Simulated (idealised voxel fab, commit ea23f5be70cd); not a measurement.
The name of this process module is voxel double patterning.
It is cross-section cut that appears here, measuring 215 nm in width, its square cells being 5 nm in size.
A cross-section is written here as square cells arranged in a grid, and it is given in bands from the top down, each band taking up one or more rows of cells. Look at the band entry: it leads with the top's height and the bottom's height in nm. Then it lists the materials left to right, with a width in nm for each. The word "everywhere" on a single material says that material fills the band edge to edge. The word "air" is empty space. Convention: height 0 is the level below which the wafer, as received, is all one material. The lowest band does not terminate at the bottom but continues downward, represented as "0 nm and below". You'd read "30->40" like this: the band's top row of cells is as wide as the first number, its bottom row is as wide as the second, and going down, every row changes width by the same amount as the row before did. No cell of the cross-section changed in a step that is given as "everything unchanged". Basically, "Fully sealed voids" tells you about the enclosed voids: empty spaces with no open way to the top, 8 cells or bigger, each written width x height at distance, where distance is from the left edge, all in nm. Post-settings text on a step line: simulator's own remark regarding the step. On any step carrying a mask, the "overlay nm" setting, if present on the step's line, tells how far right of its planned place the mask lay; negative values point to the left.

## plan
step 1: RECEIVE,material Si
step 2: CONFORMAL_DEP,material SiO2,thk nm 10
step 3: DIRECTIONAL_DEP,material polySi,thk nm 10
step 4: DIRECTIONAL_DEP,material SiCN,thk nm 10
step 5: PATTERN,tone open,mask id FIRST,material resist,width nm 15,pitch nm 50,thk nm 15,overlay nm 0
step 6: DIRECTIONAL_ETCH,etch materials SiCN,depth nm 10
step 7: STRIP,etch materials resist
step 8: DIRECTIONAL_DEP,material aC,thk nm 10
step 9: PATTERN,tone open,mask id SECOND,material resist,width nm 15,pitch nm 50,thk nm 30,overlay nm 0
step 10: DIRECTIONAL_ETCH,etch materials aC,depth nm 10
step 11: STRIP,etch materials resist
step 12: DIRECTIONAL_ETCH,etch materials SiCN,depth nm 10
step 13: STRIP,etch materials aC
step 14: DIRECTIONAL_ETCH,etch materials polySi,depth nm 10
step 15: STRIP,etch materials SiCN

## So this is the incoming wafer in cross-section - it's already been through step 1
* 0 nm and below = Si everywhere
* Fully sealed voids: none

## Wafer at module end, in section. Began as above, planned as above, run with one mistake
* 10 nm to 0 nm = polySi (50) | air (15) | polySi (10) | air (15) | polySi (10) | air (15) | polySi (10) | air (15) | polySi (10) | air (15) | polySi (50)
* 0 nm and below = Si everywhere
* Fully sealed voids: none
Deviation noted in wafer processing: plan step 2: skipped, not run
